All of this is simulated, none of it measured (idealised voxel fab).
Process module in this document: voxel trench capacitor
Xsec cut, 245 nm wide, square cell size 5 nm.
Throughout this document, each cross-section is represented as a grid of square cells and is presented as a sequence of bands enumerated from the top downward, where a band comprises one or more rows of cells. Basically the band line says how high the top is and how high the bottom is, in nm, and then what's in it from left to right, every material with its width in nm. Empty space shows up as "blank", and if a single material carries "all across" it runs the full band edge to edge. Beneath 0, the wafer as received is one material, and that level is where height counting begins. The lowest band goes on downward without a bottom; it is written like "from 0 down". Width spec "30->40" -> top row of cells at first value, bottom row at second value, equal per-row change in between. "remains unaltered" for a step: no cell of the cross-section changed in that step. Entry "Voids, fully enclosed" = empty spaces >= 8 cells with no open way to the top; each as width x height at distance, distance from left edge, all nm. Past the settings on a step's line: simulator remark, on that step. "overlay nm" on a masked step: distance the mask lay right of its planned place, negative for left.

Listed below are the process steps as planned:
step 1: RECEIVE [material Si]
step 2: CONFORMAL_DEP [material SiN] [thk nm 10]
step 3: DIRECTIONAL_DEP [material aC] [thk nm 10]
step 4: PATTERN [tone open] [mask id TRENCH] [material resist] [width nm 25] [pitch nm 45] [thk nm 25] [overlay nm 0]
step 5: DIRECTIONAL_ETCH [etch materials aC] [depth nm 10]
step 6: STRIP [etch materials resist]
step 7: DIRECTIONAL_ETCH [etch materials SiN] [depth nm 10]
step 8: DIRECTIONAL_ETCH [etch materials Si] [depth nm 35]
step 9: STRIP [etch materials aC]
step 10: CONFORMAL_DEP [material Al2O3] [thk nm 5]
step 11: CONFORMAL_DEP [material TiN] [thk nm 5]
step 12: FILL_DEP [material W] [thk nm 10]
step 13: CMP [height nm 10]

Here's what the wafer looked like in cross-section when it arrived - that's after step 1:
    from 0 down: Si all across
    Voids, fully enclosed: none

Here's the cross-section of the first of our two wafers at the end of the module - it ran as planned:
    from 10 to 0: SiN: 85, then Al2O3: 5, then TiN: 5, then W: 5, then TiN: 5, then Al2O3: 5, then SiN: 20, then Al2O3: 5, then TiN: 5, then W: 5, then TiN: 5, then Al2O3: 5, then SiN: 90
    from 0 to -25: Si: 85, then Al2O3: 5, then TiN: 5, then W: 5, then TiN: 5, then Al2O3: 5, then Si: 20, then Al2O3: 5, then TiN: 5, then W: 5, then TiN: 5, then Al2O3: 5, then Si: 90
    from -25 to -30: Si: 85, then Al2O3: 5, then TiN: 15, then Al2O3: 5, then Si: 20, then Al2O3: 5, then TiN: 15, then Al2O3: 5, then Si: 90
    from -30 to -35: Si: 85, then Al2O3: 25, then Si: 20, then Al2O3: 25, then Si: 90
    from -35 down: Si all across
    Voids, fully enclosed: none

Wafer two, end of module, cross-section. Same start, same plan as wafer one. One mistake in the run:
    from 10 to 0: SiN: 85, then W: 5, then TiN: 5, then W: 5, then TiN: 5, then W: 5, then SiN: 20, then W: 5, then TiN: 5, then W: 5, then TiN: 5, then W: 5, then SiN: 90
    from 0 to -25: Si: 85, then W: 5, then TiN: 5, then W: 5, then TiN: 5, then W: 5, then Si: 20, then W: 5, then TiN: 5, then W: 5, then TiN: 5, then W: 5, then Si: 90
    from -25 to -30: Si: 85, then W: 5, then TiN: 15, then W: 5, then Si: 20, then W: 5, then TiN: 15, then W: 5, then Si: 90
    from -30 to -35: Si: 85, then W: 25, then Si: 20, then W: 25, then Si: 90
    from -35 down: Si all across
    Voids, fully enclosed: none
In executing the process, a mistake was made relative to the plan: step 10 ran differently from the plan; actual operation with settings: CONFORMAL_DEP [material W] [thk nm 5]
Materials where the second wafer ends with more or fewer cells than the first: -42 Al2O3, +42 W
